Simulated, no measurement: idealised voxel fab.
process module | voxel ribs on slabs
cross-section cut | 180 nm wide | cells 5 nm
A cross-section is a grid of square cells, given in bands from the top down. A band is one or more rows of cells.
Each band's line starts with the height of the band's top and of its bottom, in nm. Then come its materials from left to right, each with its width in nm. One material with "throughout" fills the band from edge to edge. "air" is empty space.
Height 0 is the level under which the wafer as received is all one material. The lowest band goes on downwards, as in "0 down".
A width such as "30 to 40" changes by the same amount from each row of cells to the next, from the band's top row to its bottom row.
"no change" after a step means that no cell of the cross-section changed.
closed voids: empty space of 8 cells or more with no open way to the top, each as width x height at its distance from the left edge, in nm
after a step's settings: what the simulator itself notes on the step
overlay nm, on a step with a mask: how far to the right of its planned place the mask lay; to the left if negative
plan
1 op RECEIVE | material Si
2 op DIRECTIONAL_DEP | material SiO2 | thk nm 25
3 op DIRECTIONAL_DEP | material polySi | thk nm 15
4 op DIRECTIONAL_DEP | material aC | thk nm 10
5 op PATTERN | tone cover | mask id RIB | material resist | width nm 20 | thk nm 30 | overlay nm 0
6 op DIRECTIONAL_ETCH | etch materials aC | depth nm 10
7 op STRIP | etch materials resist
8 op DIRECTIONAL_ETCH | etch materials polySi | depth nm 10
9 op STRIP | etch materials aC
10 op PATTERN | tone cover | mask id SLAB | material resist | width nm 60 | thk nm 15 | overlay nm 0
11 op DIRECTIONAL_ETCH | etch materials polySi | depth nm 5
12 op STRIP | etch materials resist
13 op FILL_DEP | material SiO2 | thk nm 25
14 op CMP | height nm 55
15 op DIRECTIONAL_DEP | material TiN | thk nm 10
16 op PATTERN | tone cover | mask id HEATER | material resist | width nm 30 | thk nm 15 | overlay nm 0
17 op DIRECTIONAL_ETCH | etch materials TiN | depth nm 10
18 op STRIP | etch materials resist
19 op CONFORMAL_DEP | material SiN | thk nm 5
varied across the wafers: width nm of step 10. The plan shows the first wafer's value. All wafers start alike
first wafer as received, after step 1
  0 down: Si throughout
  closed voids: none
each wafer at the end: cells of each material gained (+) or lost (-) since it was received, then its closed voids
width nm 60 | +40 SiN | +376 SiO2 | +12 TiN | +20 polySi | closed voids: none
width nm 65 | +40 SiN | +375 SiO2 | +12 TiN | +21 polySi | closed voids: none
width nm 70 | +40 SiN | +374 SiO2 | +12 TiN | +22 polySi | closed voids: none
width nm 75 | +40 SiN | +373 SiO2 | +12 TiN | +23 polySi | closed voids: none
width nm 80 | +40 SiN | +372 SiO2 | +12 TiN | +24 polySi | closed voids: none
width nm 85 | +40 SiN | +371 SiO2 | +12 TiN | +25 polySi | closed voids: none
